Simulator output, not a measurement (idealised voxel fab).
The document below concerns the process module designated voxel spacer lines.
For reference, the cross-section in this document is cut, with width 180 nm and square cells of 5 nm.
A cross-section is a grid of square cells, given in bands from the top down. A band is one or more rows of cells. Basically the band line says how high the top is and how high the bottom is, in nm, and then what's in it from left to right, every material with its width in nm. Empty space shows up as "empty", and if a single material carries "full width" it runs the full band edge to edge. Height is counted from the level 0, under which the received wafer is composed throughout of one material. The lowest of the bands is not closed at the bottom but continues downward, in the notation "0..down". When a width is written as two numbers, as in "30 to 40", the first number is the width in the top row of cells of the band and the second is the width in its bottom row, and the width changes by the same amount from each row to the next. When a step is marked "remained the same", none of the cells in the cross-section changed during that step. The entry "Cavities, sealed" lists the empty spaces that cover at least 8 cells and have no open path to the top. Each is written as width x height at distance, where the distance is measured from the left edge and all three values are in nm. Text after the settings on a step's line: the simulator's own remark on that step. overlay nm: step with mask; distance mask lay right of planned place; negative value = left of planned place.

### Set out below are the planned steps of the process
1,RECEIVE,material Si
2,CONFORMAL_DEP,material Al2O3,thk nm 10
3,DIRECTIONAL_DEP,material TiN,thk nm 10
4,DIRECTIONAL_DEP,material aC,thk nm 30
5,PATTERN,tone cover,mask id MANDREL,material resist,width nm 25,pitch nm 70,thk nm 35,overlay nm -15
6,DIRECTIONAL_ETCH,etch materials aC,depth nm 30
7,STRIP,etch materials resist
8,CONFORMAL_DEP,material SiN,thk nm 10
9,DIRECTIONAL_ETCH,etch materials SiN,depth nm 10
10,STRIP,etch materials aC
11,DIRECTIONAL_ETCH,etch materials TiN,depth nm 10
12,STRIP,etch materials SiN
13,FILL_DEP,material lowk,thk nm 10
14,CMP,height nm 20
Wafers differ in overlay nm at step 5; plan lists the first wafer's value; identical starting state.

### As received, i.e. after step 1: cross-section through the first of several wafers
	0..down: Si full width
	Cavities, sealed: none

### Where each wafer stands at the end of the module, a row apiece: cells of each material gained (+) or lost (-) since it was received, then closed voids
overlay nm -15, +72 Al2O3, +16 TiN, +56 lowk, Cavities, sealed: none
overlay nm -10, +72 Al2O3, +16 TiN, +56 lowk, Cavities, sealed: none
overlay nm -5, +72 Al2O3, +16 TiN, +56 lowk, Cavities, sealed: none
overlay nm 0, +72 Al2O3, +16 TiN, +56 lowk, Cavities, sealed: none
overlay nm 5, +72 Al2O3, +16 TiN, +56 lowk, Cavities, sealed: none
overlay nm 10, +72 Al2O3, +16 TiN, +56 lowk, Cavities, sealed: none
overlay nm 15, +72 Al2O3, +16 TiN, +56 lowk, Cavities, sealed: none
